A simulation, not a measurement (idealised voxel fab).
The process module presented herein is designated voxel released beams.
Square cell edge 5 nm, section width 255 nm, ID cut.
When this document writes out a cross-section, it uses a grid of square cells and lists it as bands, beginning at the top and moving down, with a band standing for one or more rows of cells.
Band entry format. Leading values: height of top, height of bottom, nm. Remainder: materials in left-to-right order, each with its width in nm. Special words: "all across" on a single material, which then fills the band edge to edge; "air", empty space.
Height 0 is the level under which the wafer as received is all one material. The lowest band goes on downwards, as in "0 nm and below".
Quick explanation for "30->40": the width changes in equal steps down the rows of cells, from the first number in the band's top row to the second number in its bottom row.
No cell of the cross-section changed in a step that is given as "remained the same".
"Sealed void inventory": sealed empty spaces, 8 cells or more, no open way to top, listed width x height at distance, with distance from the left edge and width, height and distance in nm.
Text after the settings on a step's line: the simulator's own remark on that step.
Regarding "overlay nm": on a step with a mask, it is the distance the mask lay to the right of its planned place; a negative value places it to the left.
The following list gives the planned process steps
1) RECEIVE (material Si)
2) CONFORMAL_DEP (material Al2O3; thk nm 10)
3) DIRECTIONAL_DEP (material SiO2; thk nm 15)
4) PATTERN (tone open; mask id ANCHOR; material resist; width nm 35; thk nm 15; overlay nm 0)
5) DIRECTIONAL_ETCH (etch materials SiO2; depth nm 15)
6) STRIP (etch materials resist)
7) CONFORMAL_DEP (material polySi; thk nm 10)
8) PATTERN (tone cover; mask id BEAM; material resist; width nm 120; thk nm 15; overlay nm 0)
9) DIRECTIONAL_ETCH (etch materials polySi; depth nm 10)
10) STRIP (etch materials resist)
11) STRIP (etch materials SiO2)
Concerning the first of two wafers, which was run in accordance with the plan
Wafer at receipt (post step 1), cross-section
- 0 nm and below = Si all across
- Sealed void inventory: none
State of the wafer after step 2, shown in cross-section
- 10 nm to 0 nm = Al2O3 all across
- Rest of section, below 0: as before.
State of the wafer after step 3, shown in cross-section
- 25 nm to 10 nm = SiO2 all across
- Rest of section, below 10: as before.
State of the wafer after step 4, shown in cross-section
- 40 nm to 25 nm = resist 70 | air 35 | resist 150
- Rest of section, below 25: as before.
State of the wafer after step 5, shown in cross-section
- 40 nm to 25 nm = resist 70 | air 35 | resist 150
- 25 nm to 10 nm = SiO2 70 | air 35 | SiO2 150
- Rest of section, below 10: as before.
State of the wafer after step 6, shown in cross-section
- 25 nm to 10 nm = SiO2 70 | air 35 | SiO2 150
- Rest of section, below 10: as before.
State of the wafer after step 7, shown in cross-section
- 35 nm to 25 nm = polySi 80 | air 15 | polySi 160
- 25 nm to 20 nm = SiO2 70 | polySi 10 | air 15 | polySi 10 | SiO2 150
- 20 nm to 10 nm = SiO2 70 | polySi 35 | SiO2 150
- Rest of section, below 10: as before.
State of the wafer after step 8, shown in cross-section
- 50 nm to 35 nm = air 65 | resist 120 | air 70
- 35 nm to 25 nm = polySi 80 | resist 15 | polySi 160
- 25 nm to 20 nm = SiO2 70 | polySi 10 | resist 15 | polySi 10 | SiO2 150
- Rest of section, below 20: as before.
State of the wafer after step 9, shown in cross-section
- 50 nm to 35 nm = air 65 | resist 120 | air 70
- 35 nm to 25 nm = air 65 | polySi 15 | resist 15 | polySi 90 | air 70
- Rest of section, below 25: as before.
State of the wafer after step 10, shown in cross-section
- 35 nm to 25 nm = air 65 | polySi 15 | air 15 | polySi 90 | air 70
- 25 nm to 20 nm = SiO2 70 | polySi 10 | air 15 | polySi 10 | SiO2 150
- Rest of section, below 20: as before.
State of the wafer after step 11, shown in cross-section
- 35 nm to 25 nm = air 65 | polySi 15 | air 15 | polySi 90 | air 70
- 25 nm to 20 nm = air 70 | polySi 10 | air 15 | polySi 10 | air 150
- 20 nm to 10 nm = air 70 | polySi 35 | air 150
- Rest of section, below 10: as before.
Wafer two: like wafer one in start and plan, but with one mistake in execution; identical up to and including step 3
Cross-section of the second wafer at the time step 4 of the plan should have ended
- 40 nm to 25 nm = air 70 | resist 35 | air 150
- Rest of section, below 25: as before.
Cross-section of the second wafer at the time step 5 of the plan should have ended
- 40 nm to 25 nm = air 70 | resist 35 | air 150
- 25 nm to 10 nm = air 70 | SiO2 35 | air 150
- Rest of section, below 10: as before.
Cross-section of the second wafer at the time step 6 of the plan should have ended
- 25 nm to 10 nm = air 70 | SiO2 35 | air 150
- Rest of section, below 10: as before.
Cross-section of the second wafer at the time step 7 of the plan should have ended
- 35 nm to 25 nm = air 60 | polySi 55 | air 140
- 25 nm to 20 nm = air 60 | polySi 10 | SiO2 35 | polySi 10 | air 140
- 20 nm to 10 nm = polySi 70 | SiO2 35 | polySi 150
- Rest of section, below 10: as before.
Cross-section of the second wafer at the time step 8 of the plan should have ended
- 50 nm to 35 nm = air 65 | resist 120 | air 70
- 35 nm to 25 nm = air 60 | polySi 55 | resist 70 | air 70
- 25 nm to 20 nm = air 60 | polySi 10 | SiO2 35 | polySi 10 | resist 70 | air 70
- Rest of section, below 20: as before.
Cross-section of the second wafer at the time step 9 of the plan should have ended
- 50 nm to 35 nm = air 65 | resist 120 | air 70
- 35 nm to 25 nm = air 65 | polySi 50 | resist 70 | air 70
- 25 nm to 20 nm = air 60 | polySi 10 | SiO2 35 | polySi 10 | resist 70 | air 70
- 20 nm to 10 nm = air 60 | polySi 10 | SiO2 35 | polySi 80 | air 70
- Rest of section, below 10: as before.
Cross-section of the second wafer at the time step 10 of the plan should have ended
- 35 nm to 25 nm = air 65 | polySi 50 | air 140
- 25 nm to 20 nm = air 60 | polySi 10 | SiO2 35 | polySi 10 | air 140
- Rest of section, below 20: as before.
Cross-section of the second wafer at the time step 11 of the plan should have ended: remained the same
Short version of what went wrong: step 4 deviated from plan and actually ran as PATTERN (tone cover; mask id ANCHOR; material resist; width nm 35; thk nm 15; overlay nm 0)
Cell-count delta at end, second wafer over first, by material: SiO2 +21
